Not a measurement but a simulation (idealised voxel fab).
process module | voxel ribs on slabs
cross-section cut | 290 nm wide | cells 5 nm
A cross-section is a grid of square cells, given in bands from the top down. A band is one or more rows of cells.
Each band's line starts with the height of the band's top and of its bottom, in nm. Then come its materials from left to right, each with its width in nm. One material with "throughout" fills the band from edge to edge. "air" is empty space.
Height 0 is the level under which the wafer as received is all one material. The lowest band goes on downwards, as in "0 down".
A width such as "30 to 40" changes by the same amount from each row of cells to the next, from the band's top row to its bottom row.
"no change" after a step means that no cell of the cross-section changed.
closed voids: empty space of 8 cells or more with no open way to the top, each as width x height at its distance from the left edge, in nm
after a step's settings: what the simulator itself notes on the step
overlay nm, on a step with a mask: how far to the right of its planned place the mask lay; to the left if negative
plan
1 op RECEIVE | material Si
2 op DIRECTIONAL_DEP | material SiO2 | thk nm 30
3 op DIRECTIONAL_DEP | material SiN | thk nm 25
4 op MASKED_ETCH | tone cover | mask id RIB | width nm 20 | etch materials SiN | depth nm 10 | overlay nm 0
5 op MASKED_ETCH | tone cover | mask id SLAB | width nm 80 | etch materials SiN | depth nm 15 | overlay nm 0
6 op FILL_DEP | material SiO2 | thk nm 20
7 op CMP | height nm 70
8 op DIRECTIONAL_DEP | material W | thk nm 5
9 op MASKED_ETCH | tone cover | mask id HEATER | width nm 30 | etch materials W | depth nm 5 | overlay nm 0
10 op CONFORMAL_DEP | material SiO2 | thk nm 5
first wafer, as planned
as received, after step 1
  0 down: Si throughout
  closed voids: none
after step 2
  30 to 0: SiO2 throughout
  below 0: unchanged
after step 3
  55 to 30: SiN throughout
  below 30: unchanged
after step 4
  55 to 45: air 135 | SiN 20 | air 135
  below 45: unchanged
after step 5
  55 to 45: air 135 | SiN 20 | air 135
  45 to 30: air 105 | SiN 80 | air 105
  below 30: unchanged
after step 6
  75 to 55: SiO2 throughout
  55 to 45: SiO2 135 | SiN 20 | SiO2 135
  45 to 30: SiO2 105 | SiN 80 | SiO2 105
  below 30: unchanged
after step 7
  70 to 55: SiO2 throughout
  below 55: unchanged
after step 8
  75 to 70: W throughout
  below 70: unchanged
after step 9
  75 to 70: air 130 | W 30 | air 130
  below 70: unchanged
after step 10
  80 to 75: air 125 | SiO2 40 | air 125
  75 to 70: SiO2 130 | W 30 | SiO2 130
  below 70: unchanged
second wafer: like start, like plan, one mistake. Through step 4 it matches the first wafer
when step 5 should have ended
  55 to 45: air 135 | SiN 20 | air 135
  45 to 30: air 100 | SiN 80 | air 110
  below 30: unchanged
when step 6 should have ended
  75 to 55: SiO2 throughout
  55 to 45: SiO2 135 | SiN 20 | SiO2 135
  45 to 30: SiO2 100 | SiN 80 | SiO2 110
  below 30: unchanged
when step 7 should have ended
  70 to 55: SiO2 throughout
  below 55: unchanged
when step 8 should have ended
  75 to 70: W throughout
  below 70: unchanged
when step 9 should have ended
  75 to 70: air 130 | W 30 | air 130
  below 70: unchanged
when step 10 should have ended
  80 to 75: air 125 | SiO2 40 | air 125
  75 to 70: SiO2 130 | W 30 | SiO2 130
  below 70: unchanged
what went wrong: step 5 ran as: op MASKED_ETCH | tone cover | mask id SLAB | width nm 80 | etch materials SiN | depth nm 15 | overlay nm -5
at the end the second wafer has, in cells: as many of each material as the first, in other places
